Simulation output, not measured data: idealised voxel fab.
Process module in this document: voxel ribs on slabs
The cross-section shown here is cut; it is 160 nm wide and divided into square cells measuring 5 nm on a side.
Throughout this document, each cross-section is represented as a grid of square cells and is presented as a sequence of bands enumerated from the top downward, where a band comprises one or more rows of cells. A band entry consists of two parts. The first gives the height of the band's top and the height of its bottom, in nm. The rest lists the band's materials from left to right, each with its width in nm. A single material labelled with the word "full width" fills the band from edge to edge, and the word "air" marks empty space. Heads up on the height convention: 0 is the point under which the incoming wafer is all one material, and the lowest band has no bottom, it just keeps going down, like "0 down". Note: "30 to 40" means the width goes from the first number (top row of the band) to the second number (bottom row) in equal steps per row of cells. Reading "no modification" for a step: not a cell of the cross-section changed in it. This entry, "Unvented voids", enumerates those empty regions of no fewer than 8 cells that possess no open connection to the top. Each region is reported in the form width x height at distance, the distance being taken from the left edge, with all three quantities expressed in nm. That trailing text on a step's line, after the settings, is the simulator's own remark on the step. "overlay nm" denotes, for a step that has a mask, the displacement of the mask to the right of its planned place, with negative values corresponding to the left.
Steps planned for the process:
1 RECEIVE,material Si
2 DIRECTIONAL_DEP,material SiO2,thk nm 25
3 DIRECTIONAL_DEP,material SiN,thk nm 20
4 DIRECTIONAL_DEP,material aC,thk nm 10
5 PATTERN,tone cover,mask id RIB,material resist,width nm 30,thk nm 30,overlay nm 0
6 DIRECTIONAL_ETCH,etch materials aC,depth nm 10
7 STRIP,etch materials resist
8 DIRECTIONAL_ETCH,etch materials SiN,depth nm 10
9 STRIP,etch materials aC
10 DIRECTIONAL_DEP,material aC,thk nm 15
11 PATTERN,tone cover,mask id SLAB,material resist,width nm 90,thk nm 30,overlay nm 0
12 DIRECTIONAL_ETCH,etch materials aC,depth nm 15
13 STRIP,etch materials resist
14 DIRECTIONAL_ETCH,etch materials SiN,depth nm 10
15 STRIP,etch materials aC
16 FILL_DEP,material SiO2,thk nm 25
17 CMP,height nm 65
18 DIRECTIONAL_DEP,material TiN,thk nm 5
19 DIRECTIONAL_DEP,material aC,thk nm 15
20 PATTERN,tone cover,mask id HEATER,material resist,width nm 40,thk nm 30,overlay nm 0
21 DIRECTIONAL_ETCH,etch materials aC,depth nm 15
22 STRIP,etch materials resist
23 DIRECTIONAL_ETCH,etch materials TiN,depth nm 5
24 STRIP,etch materials aC
25 CONFORMAL_DEP,material SiN,thk nm 5
First of two wafers - as planned:
As received, after step 1:
> 0 down  Si full width
> Unvented voids: none
Cross-sectional representation of the wafer at the conclusion of step 2:
> 25 to 0  SiO2 full width
> For the remainder of the cross-section, below 0, there is no change.
Cross-sectional representation of the wafer at the conclusion of step 3:
> 45 to 25  SiN full width
> For the remainder of the cross-section, below 25, there is no change.
Cross-sectional representation of the wafer at the conclusion of step 4:
> 55 to 45  aC full width
> For the remainder of the cross-section, below 45, there is no change.
Cross-sectional representation of the wafer at the conclusion of step 5:
> 85 to 55  air: 65  resist: 30  air: 65
> For the remainder of the cross-section, below 55, there is no change.
Cross-sectional representation of the wafer at the conclusion of step 6:
> 75 to 55  air: 65  resist: 30  air: 65
> 55 to 45  air: 65  aC: 30  air: 65
> For the remainder of the cross-section, below 45, there is no change.
Cross-sectional representation of the wafer at the conclusion of step 7:
> 55 to 45  air: 65  aC: 30  air: 65
> For the remainder of the cross-section, below 45, there is no change.
Cross-sectional representation of the wafer at the conclusion of step 8:
> 55 to 45  air: 65  aC: 30  air: 65
> 45 to 35  air: 65  SiN: 30  air: 65
> For the remainder of the cross-section, below 35, there is no change.
Cross-sectional representation of the wafer at the conclusion of step 9:
> 45 to 35  air: 65  SiN: 30  air: 65
> For the remainder of the cross-section, below 35, there is no change.
Cross-sectional representation of the wafer at the conclusion of step 10:
> 60 to 50  air: 65  aC: 30  air: 65
> 50 to 45  aC full width
> 45 to 35  aC: 65  SiN: 30  aC: 65
> For the remainder of the cross-section, below 35, there is no change.
Cross-sectional representation of the wafer at the conclusion of step 11:
> 90 to 60  air: 35  resist: 90  air: 35
> 60 to 50  air: 35  resist: 30  aC: 30  resist: 30  air: 35
> For the remainder of the cross-section, below 50, there is no change.
Cross-sectional representation of the wafer at the conclusion of step 12:
> 75 to 60  air: 35  resist: 90  air: 35
> 60 to 50  air: 35  resist: 30  aC: 30  resist: 30  air: 35
> 50 to 45  air: 35  aC: 90  air: 35
> 45 to 35  air: 35  aC: 30  SiN: 30  aC: 30  air: 35
> For the remainder of the cross-section, below 35, there is no change.
Cross-sectional representation of the wafer at the conclusion of step 13:
> 60 to 50  air: 65  aC: 30  air: 65
> For the remainder of the cross-section, below 50, there is no change.
Cross-sectional representation of the wafer at the conclusion of step 14:
> 60 to 50  air: 65  aC: 30  air: 65
> 50 to 45  air: 35  aC: 90  air: 35
> 45 to 35  air: 35  aC: 30  SiN: 30  aC: 30  air: 35
> 35 to 25  air: 35  SiN: 90  air: 35
> For the remainder of the cross-section, below 25, there is no change.
Cross-sectional representation of the wafer at the conclusion of step 15:
> 45 to 35  air: 65  SiN: 30  air: 65
> For the remainder of the cross-section, below 35, there is no change.
Cross-sectional representation of the wafer at the conclusion of step 16:
> 70 to 45  SiO2 full width
> 45 to 35  SiO2: 65  SiN: 30  SiO2: 65
> 35 to 25  SiO2: 35  SiN: 90  SiO2: 35
> For the remainder of the cross-section, below 25, there is no change.
Cross-sectional representation of the wafer at the conclusion of step 17:
> 65 to 45  SiO2 full width
> For the remainder of the cross-section, below 45, there is no change.
Cross-sectional representation of the wafer at the conclusion of step 18:
> 70 to 65  TiN full width
> For the remainder of the cross-section, below 65, there is no change.
Cross-sectional representation of the wafer at the conclusion of step 19:
> 85 to 70  aC full width
> For the remainder of the cross-section, below 70, there is no change.
Cross-sectional representation of the wafer at the conclusion of step 20:
> 115 to 85  air: 60  resist: 40  air: 60
> For the remainder of the cross-section, below 85, there is no change.
Cross-sectional representation of the wafer at the conclusion of step 21:
> 100 to 85  air: 60  resist: 40  air: 60
> 85 to 70  air: 60  aC: 40  air: 60
> For the remainder of the cross-section, below 70, there is no change.
Cross-sectional representation of the wafer at the conclusion of step 22:
> 85 to 70  air: 60  aC: 40  air: 60
> For the remainder of the cross-section, below 70, there is no change.
Cross-sectional representation of the wafer at the conclusion of step 23:
> 85 to 70  air: 60  aC: 40  air: 60
> 70 to 65  air: 60  TiN: 40  air: 60
> For the remainder of the cross-section, below 65, there is no change.
Cross-sectional representation of the wafer at the conclusion of step 24:
> 70 to 65  air: 60  TiN: 40  air: 60
> For the remainder of the cross-section, below 65, there is no change.
Cross-sectional representation of the wafer at the conclusion of step 25:
> 75 to 70  air: 55  SiN: 50  air: 55
> 70 to 65  SiN: 60  TiN: 40  SiN: 60
> For the remainder of the cross-section, below 65, there is no change.
What follows concerns the second wafer, which started out like the first and was meant to follow the very same plan; one mistake crept in when it was run, but everything up to and including step 10 is the same as for the first wafer:
Second wafer, section view, time point: scheduled end of step 11:
> 90 to 60  air: 40  resist: 90  air: 30
> 60 to 50  air: 40  resist: 25  aC: 30  resist: 35  air: 30
> For the remainder of the cross-section, below 50, there is no change.
Second wafer, section view, time point: scheduled end of step 12:
> 75 to 60  air: 40  resist: 90  air: 30
> 60 to 50  air: 40  resist: 25  aC: 30  resist: 35  air: 30
> 50 to 45  air: 40  aC: 90  air: 30
> 45 to 35  air: 40  aC: 25  SiN: 30  aC: 35  air: 30
> For the remainder of the cross-section, below 35, there is no change.
Second wafer, section view, time point: scheduled end of step 13:
> 60 to 50  air: 65  aC: 30  air: 65
> For the remainder of the cross-section, below 50, there is no change.
Second wafer, section view, time point: scheduled end of step 14:
> 60 to 50  air: 65  aC: 30  air: 65
> 50 to 45  air: 40  aC: 90  air: 30
> 45 to 35  air: 40  aC: 25  SiN: 30  aC: 35  air: 30
> 35 to 25  air: 40  SiN: 90  air: 30
> For the remainder of the cross-section, below 25, there is no change.
Second wafer, section view, time point: scheduled end of step 15:
> 45 to 35  air: 65  SiN: 30  air: 65
> For the remainder of the cross-section, below 35, there is no change.
Second wafer, section view, time point: scheduled end of step 16:
> 70 to 45  SiO2 full width
> 45 to 35  SiO2: 65  SiN: 30  SiO2: 65
> 35 to 25  SiO2: 40  SiN: 90  SiO2: 30
> For the remainder of the cross-section, below 25, there is no change.
Second wafer, section view, time point: scheduled end of step 17:
> 65 to 45  SiO2 full width
> For the remainder of the cross-section, below 45, there is no change.
Second wafer, section view, time point: scheduled end of step 18:
> 70 to 65  TiN full width
> For the remainder of the cross-section, below 65, there is no change.
Second wafer, section view, time point: scheduled end of step 19:
> 85 to 70  aC full width
> For the remainder of the cross-section, below 70, there is no change.
Second wafer, section view, time point: scheduled end of step 20:
> 115 to 85  air: 60  resist: 40  air: 60
> For the remainder of the cross-section, below 85, there is no change.
Second wafer, section view, time point: scheduled end of step 21:
> 100 to 85  air: 60  resist: 40  air: 60
> 85 to 70  air: 60  aC: 40  air: 60
> For the remainder of the cross-section, below 70, there is no change.
Second wafer, section view, time point: scheduled end of step 22:
> 85 to 70  air: 60  aC: 40  air: 60
> For the remainder of the cross-section, below 70, there is no change.
Second wafer, section view, time point: scheduled end of step 23:
> 85 to 70  air: 60  aC: 40  air: 60
> 70 to 65  air: 60  TiN: 40  air: 60
> For the remainder of the cross-section, below 65, there is no change.
Second wafer, section view, time point: scheduled end of step 24:
> 70 to 65  air: 60  TiN: 40  air: 60
> For the remainder of the cross-section, below 65, there is no change.
Second wafer, section view, time point: scheduled end of step 25:
> 75 to 70  air: 55  SiN: 50  air: 55
> 70 to 65  SiN: 60  TiN: 40  SiN: 60
> For the remainder of the cross-section, below 65, there is no change.
The mistake made against the process plan was this: step 11 was run on a setting that differed from the plan, and what really ran there is PATTERN,tone cover,mask id SLAB,material resist,width nm 90,thk nm 30,overlay nm 5
So at the finish, the second wafer's got exactly as many cells of each material as the first, just not in the same spots.
